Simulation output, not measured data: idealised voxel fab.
process module | voxel quadruple lines
cross-section cut | 170 nm wide | cells 5 nm
A cross-section is a grid of square cells, given in bands from the top down. A band is one or more rows of cells.
Each band's line starts with the height of the band's top and of its bottom, in nm. Then come its materials from left to right, each with its width in nm. One material with "throughout" fills the band from edge to edge. "air" is empty space.
Height 0 is the level under which the wafer as received is all one material. The lowest band goes on downwards, as in "0 down".
A width such as "30 to 40" changes by the same amount from each row of cells to the next, from the band's top row to its bottom row.
"no change" after a step means that no cell of the cross-section changed.
closed voids: empty space of 8 cells or more with no open way to the top, each as width x height at its distance from the left edge, in nm
after a step's settings: what the simulator itself notes on the step
overlay nm, on a step with a mask: how far to the right of its planned place the mask lay; to the left if negative
plan
1 op RECEIVE | material Si
2 op CONFORMAL_DEP | material Al2O3 | thk nm 5
3 op DIRECTIONAL_DEP | material W | thk nm 10
4 op DIRECTIONAL_DEP | material polySi | thk nm 15
5 op DIRECTIONAL_DEP | material aC | thk nm 25
6 op PATTERN | tone cover | mask id MANDREL | material resist | width nm 30 | thk nm 35 | overlay nm 0
7 op DIRECTIONAL_ETCH | etch materials aC | depth nm 25
8 op STRIP | etch materials resist
9 op CONFORMAL_DEP | material SiO2 | thk nm 10
10 op DIRECTIONAL_ETCH | etch materials SiO2 | depth nm 10
11 op STRIP | etch materials aC
12 op DIRECTIONAL_ETCH | etch materials polySi | depth nm 15
13 op STRIP | etch materials SiO2
14 op CONFORMAL_DEP | material SiCN | thk nm 10
15 op DIRECTIONAL_ETCH | etch materials SiCN | depth nm 10
16 op STRIP | etch materials polySi
17 op DIRECTIONAL_ETCH | etch materials W | depth nm 10
18 op STRIP | etch materials SiCN
19 op FILL_DEP | material lowk | thk nm 10
20 op CMP | height nm 15
first wafer, as planned
as received, after step 1
  0 down: Si throughout
  closed voids: none
after step 2
  5 to 0: Al2O3 throughout
  below 0: unchanged
after step 3
  15 to 5: W throughout
  below 5: unchanged
after step 4
  30 to 15: polySi throughout
  below 15: unchanged
after step 5
  55 to 30: aC throughout
  below 30: unchanged
after step 6
  90 to 55: air 70 | resist 30 | air 70
  below 55: unchanged
after step 7
  65 to 55: air 70 | resist 30 | air 70
  55 to 30: air 70 | aC 30 | air 70
  below 30: unchanged
after step 8
  55 to 30: air 70 | aC 30 | air 70
  below 30: unchanged
after step 9
  65 to 55: air 60 | SiO2 50 | air 60
  55 to 40: air 60 | SiO2 10 | aC 30 | SiO2 10 | air 60
  40 to 30: SiO2 70 | aC 30 | SiO2 70
  below 30: unchanged
after step 10
  55 to 30: air 60 | SiO2 10 | aC 30 | SiO2 10 | air 60
  below 30: unchanged
after step 11
  55 to 30: air 60 | SiO2 10 | air 30 | SiO2 10 | air 60
  below 30: unchanged
after step 12
  55 to 30: air 60 | SiO2 10 | air 30 | SiO2 10 | air 60
  30 to 15: air 60 | polySi 10 | air 30 | polySi 10 | air 60
  below 15: unchanged
after step 13
  30 to 15: air 60 | polySi 10 | air 30 | polySi 10 | air 60
  below 15: unchanged
after step 14
  40 to 30: air 50 | SiCN 30 | air 10 | SiCN 30 | air 50
  30 to 25: air 50 | SiCN 10 | polySi 10 | SiCN 10 | air 10 | SiCN 10 | polySi 10 | SiCN 10 | air 50
  25 to 15: SiCN 60 | polySi 10 | SiCN 30 | polySi 10 | SiCN 60
  below 15: unchanged
after step 15
  30 to 15: air 50 | SiCN 10 | polySi 10 | SiCN 10 | air 10 | SiCN 10 | polySi 10 | SiCN 10 | air 50
  below 15: unchanged
after step 16
  30 to 15: air 50 | SiCN 10 | air 10 | SiCN 10 | air 10 | SiCN 10 | air 10 | SiCN 10 | air 50
  below 15: unchanged
after step 17
  30 to 15: air 50 | SiCN 10 | air 10 | SiCN 10 | air 10 | SiCN 10 | air 10 | SiCN 10 | air 50
  15 to 5: air 50 | W 10 | air 10 | W 10 | air 10 | W 10 | air 10 | W 10 | air 50
  below 5: unchanged
after step 18
  15 to 5: air 50 | W 10 | air 10 | W 10 | air 10 | W 10 | air 10 | W 10 | air 50
  below 5: unchanged
after step 19
  25 to 15: lowk throughout
  15 to 5: lowk 50 | W 10 | lowk 10 | W 10 | lowk 10 | W 10 | lowk 10 | W 10 | lowk 50
  below 5: unchanged
after step 20
  15 to 5: lowk 50 | W 10 | lowk 10 | W 10 | lowk 10 | W 10 | lowk 10 | W 10 | lowk 50
  below 5: unchanged
second wafer: like start, like plan, one mistake. Through step 1 it matches the first wafer
when step 2 should have ended: no change
when step 3 should have ended
  10 to 0: W throughout
  below 0: unchanged
when step 4 should have ended
  25 to 10: polySi throughout
  below 10: unchanged
when step 5 should have ended
  50 to 25: aC throughout
  below 25: unchanged
when step 6 should have ended
  85 to 50: air 70 | resist 30 | air 70
  below 50: unchanged
when step 7 should have ended
  60 to 50: air 70 | resist 30 | air 70
  50 to 25: air 70 | aC 30 | air 70
  below 25: unchanged
when step 8 should have ended
  50 to 25: air 70 | aC 30 | air 70
  below 25: unchanged
when step 9 should have ended
  60 to 50: air 60 | SiO2 50 | air 60
  50 to 35: air 60 | SiO2 10 | aC 30 | SiO2 10 | air 60
  35 to 25: SiO2 70 | aC 30 | SiO2 70
  below 25: unchanged
when step 10 should have ended
  50 to 25: air 60 | SiO2 10 | aC 30 | SiO2 10 | air 60
  below 25: unchanged
when step 11 should have ended
  50 to 25: air 60 | SiO2 10 | air 30 | SiO2 10 | air 60
  below 25: unchanged
when step 12 should have ended
  50 to 25: air 60 | SiO2 10 | air 30 | SiO2 10 | air 60
  25 to 10: air 60 | polySi 10 | air 30 | polySi 10 | air 60
  below 10: unchanged
when step 13 should have ended
  25 to 10: air 60 | polySi 10 | air 30 | polySi 10 | air 60
  below 10: unchanged
when step 14 should have ended
  35 to 25: air 50 | SiCN 30 | air 10 | SiCN 30 | air 50
  25 to 20: air 50 | SiCN 10 | polySi 10 | SiCN 10 | air 10 | SiCN 10 | polySi 10 | SiCN 10 | air 50
  20 to 10: SiCN 60 | polySi 10 | SiCN 30 | polySi 10 | SiCN 60
  below 10: unchanged
when step 15 should have ended
  25 to 10: air 50 | SiCN 10 | polySi 10 | SiCN 10 | air 10 | SiCN 10 | polySi 10 | SiCN 10 | air 50
  below 10: unchanged
when step 16 should have ended
  25 to 10: air 50 | SiCN 10 | air 10 | SiCN 10 | air 10 | SiCN 10 | air 10 | SiCN 10 | air 50
  below 10: unchanged
when step 17 should have ended
  25 to 10: air 50 | SiCN 10 | air 10 | SiCN 10 | air 10 | SiCN 10 | air 10 | SiCN 10 | air 50
  10 to 0: air 50 | W 10 | air 10 | W 10 | air 10 | W 10 | air 10 | W 10 | air 50
  below 0: unchanged
when step 18 should have ended
  10 to 0: air 50 | W 10 | air 10 | W 10 | air 10 | W 10 | air 10 | W 10 | air 50
  below 0: unchanged
when step 19 should have ended
  20 to 10: lowk throughout
  10 to 0: lowk 50 | W 10 | lowk 10 | W 10 | lowk 10 | W 10 | lowk 10 | W 10 | lowk 50
  below 0: unchanged
when step 20 should have ended
  15 to 10: lowk throughout
  below 10: unchanged
what went wrong: step 2 was left out
at the end the second wafer has, in cells: 34 fewer of Al2O3 | 34 more of lowk
